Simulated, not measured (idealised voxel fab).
Documented hereafter: the process module known as voxel self aligned contacts.
Displayed cross-section: cut, width of 245 nm, square cells sized 5 nm.
A cross-section is written here as square cells arranged in a grid, and it is given in bands from the top down, each band taking up one or more rows of cells.
Read a band's entry like this: the first values are the height of its top and the height of its bottom in nm, and what follows is the sequence of materials from left to right, each with its width in nm. Note that "blank" is empty space, and that a single material marked "all across" reaches across the band from edge to edge.
Height 0 is the level under which the wafer as received is all one material. The lowest band goes on downwards, as in "from 0 down".
Width "30 to 40": first value at the band's top row of cells, second value at its bottom row, equal change from row to row.
Where the words "remains unaltered" appear for a step, the cross-section shows no cell changed by that step; every cell remained as before.
Each empty space that has no open way to the top and spans at least 8 cells appears under "Sealed internal cavities" as width x height at distance, the distance counted from the left edge, all in nm.
Read whatever lies past the settings on a step's line as the simulator's own remark about the step.
A step's line can hold "overlay nm"; with a mask on that step, the setting says how far right of the planned place the mask lay, while a negative setting says it lay to the left.

### This section lists the process steps that were planned
1,RECEIVE (material Si)
2,CONFORMAL_DEP (material SiO2; thk nm 5)
3,DIRECTIONAL_DEP (material polySi; thk nm 20)
4,DIRECTIONAL_DEP (material SiN; thk nm 20)
5,DIRECTIONAL_DEP (material aC; thk nm 10)
6,PATTERN (tone cover; mask id GATE; material resist; width nm 25; pitch nm 55; thk nm 25; overlay nm 0)
7,DIRECTIONAL_ETCH (etch materials aC; depth nm 10)
8,STRIP (etch materials resist)
9,DIRECTIONAL_ETCH (etch materials SiN; depth nm 20)
10,DIRECTIONAL_ETCH (etch materials polySi; depth nm 20)
11,STRIP (etch materials aC)
12,CONFORMAL_DEP (material SiN; thk nm 5)
13,DIRECTIONAL_ETCH (etch materials SiN; depth nm 5)
14,FILL_DEP (material SiO2; thk nm 15)
15,CMP (height nm 55)
16,MASKED_ETCH (tone open; mask id CONTACT; width nm 40; pitch nm 55; etch materials SiO2; depth nm 55; overlay nm 0)
17,CONFORMAL_DEP (material TiN; thk nm 5)
18,FILL_DEP (material Ru; thk nm 5)
19,CMP (height nm 55)
20,CONFORMAL_DEP (material SiCN; thk nm 5)

### Incoming wafer, cross-sectional view, post step 1
> from 0 down: Si all across
> Sealed internal cavities: none

### Module complete - cross-section of the first of two wafers, run according to plan
> from 60 to 55: SiCN all across
> from 55 to 45: SiO2 (75)  TiN (5 to 15)  Ru (30 to 10)  TiN (5 to 15)  SiO2 (15)  TiN (5 to 15)  Ru (30 to 10)  TiN (5 to 15)  SiO2 (75)
> from 45 to 25: SiO2 (50)  SiN (35)  TiN (5)  Ru (10)  TiN (5)  SiN (35)  TiN (5)  Ru (10)  TiN (5)  SiN (35)  SiO2 (50)
> from 25 to 5: SiO2 (50)  SiN (5)  polySi (25)  SiN (5)  TiN (5)  Ru (10)  TiN (5)  SiN (5)  polySi (25)  SiN (5)  TiN (5)  Ru (10)  TiN (5)  SiN (5)  polySi (25)  SiN (5)  SiO2 (50)
> from 5 to 0: SiO2 (85)  TiN (20)  SiO2 (35)  TiN (20)  SiO2 (85)
> from 0 down: Si all across
> Sealed internal cavities: none

### Second of two wafers, module complete, sectioned: it shares the first wafer's start and plan but was run with one mistake
> from 60 to 55: SiCN all across
> from 55 to 45: SiO2 (75)  TiN (5 to 20)  Ru (30 to 5)  TiN (5 to 15)  SiO2 (15)  TiN (5 to 20)  Ru (30 to 5)  TiN (5 to 15)  SiO2 (75)
> from 45 to 25: SiO2 (50)  SiN (40)  TiN (5)  Ru (5)  TiN (5)  SiN (40)  TiN (5)  Ru (5)  TiN (5)  SiN (40)  SiO2 (45)
> from 25 to 5: SiO2 (50)  SiN (5)  polySi (30)  SiN (5)  TiN (5)  Ru (5)  TiN (5)  SiN (5)  polySi (30)  SiN (5)  TiN (5)  Ru (5)  TiN (5)  SiN (5)  polySi (30)  SiN (5)  SiO2 (45)
> from 5 to 0: SiO2 (90)  TiN (15)  SiO2 (40)  TiN (15)  SiO2 (85)
> from 0 down: Si all across
> Sealed internal cavities: none
Short version of what went wrong: heads up, step 6 didn't go per plan, it actually ran as PATTERN (tone cover; mask id GATE; material resist; width nm 30; pitch nm 55; thk nm 25; overlay nm 0)
Once processing is complete, comparing cell counts shows that the second wafer has more or fewer of certain materials than the first: -18 Ru; +12 SiN; -6 SiO2; +12 polySi
